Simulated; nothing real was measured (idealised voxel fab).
The following is a process module called voxel released beams.
Displayed cross-section: cut, width of 210 nm, square cells sized 5 nm.
The cross-sections in this document take the form of a grid made of square cells. They are written out as bands, in order from top to bottom. Each band consists of one or more rows of cells. The band entry comprises the height of the band's top followed by the height of its bottom, expressed in nm, and subsequently the band's materials from left to right, each stated together with its width in nm. Where a single material is marked with the word "everywhere", that material fills the band from edge to edge. The word "air" represents empty space. The reference from which all heights are counted is 0, the level beneath which the as-received wafer is entirely one material; the lowest band, having no lower bound, proceeds downward and is written after the example "top 0, no bottom". Read "30..40" as a graded width: first number on top, second number at the bottom, same change between each pair of neighbouring rows. The cross-section has no changed cell in any step marked "nothing altered". "Completely sealed voids" specifies each empty space that is not open to the top and that occupies no fewer than 8 cells, using the form width x height at distance, the distance measured from the left edge and all three quantities in nm. That trailing text on a step's line, after the settings, is the simulator's own remark on the step. overlay nm: where the mask lay relative to plan, measured to the right, on steps with a mask; negatives go left.

-- So here's the lineup of process steps we planned
1) op RECEIVE | material Si
2) op CONFORMAL_DEP | material Al2O3 | thk nm 5
3) op DIRECTIONAL_DEP | material SiO2 | thk nm 15
4) op DIRECTIONAL_DEP | material aC | thk nm 15
5) op PATTERN | tone open | mask id ANCHOR | material resist | width nm 30 | thk nm 30 | overlay nm 0
6) op DIRECTIONAL_ETCH | etch materials aC | depth nm 15
7) op STRIP | etch materials resist
8) op DIRECTIONAL_ETCH | etch materials SiO2 | depth nm 15
9) op STRIP | etch materials aC
10) op CONFORMAL_DEP | material SiN | thk nm 10
11) op MASKED_ETCH | tone cover | mask id BEAM | width nm 90 | etch materials SiN | depth nm 10 | overlay nm 0
12) op STRIP | etch materials SiO2

-- Cross-section, incoming material, after step 1
	top 0, no bottom  Si everywhere
	Completely sealed voids: none

-- Starting structure and process plan are as shown above, but one mistake was made in running the module; the wafer cross-section at the end of the module follows
	top 20, bottom 5  air 60 nm; SiN 10 nm; air 10 nm; SiN 10 nm; air 120 nm
	top 5, bottom 0  Al2O3 everywhere
	top 0, no bottom  Si everywhere
	Completely sealed voids: none
So what did we get wrong on this run? step 11 ran with different settings than intended, the actual operation and settings being op MASKED_ETCH | tone open | mask id BEAM | width nm 90 | etch materials SiN | depth nm 10 | overlay nm 0
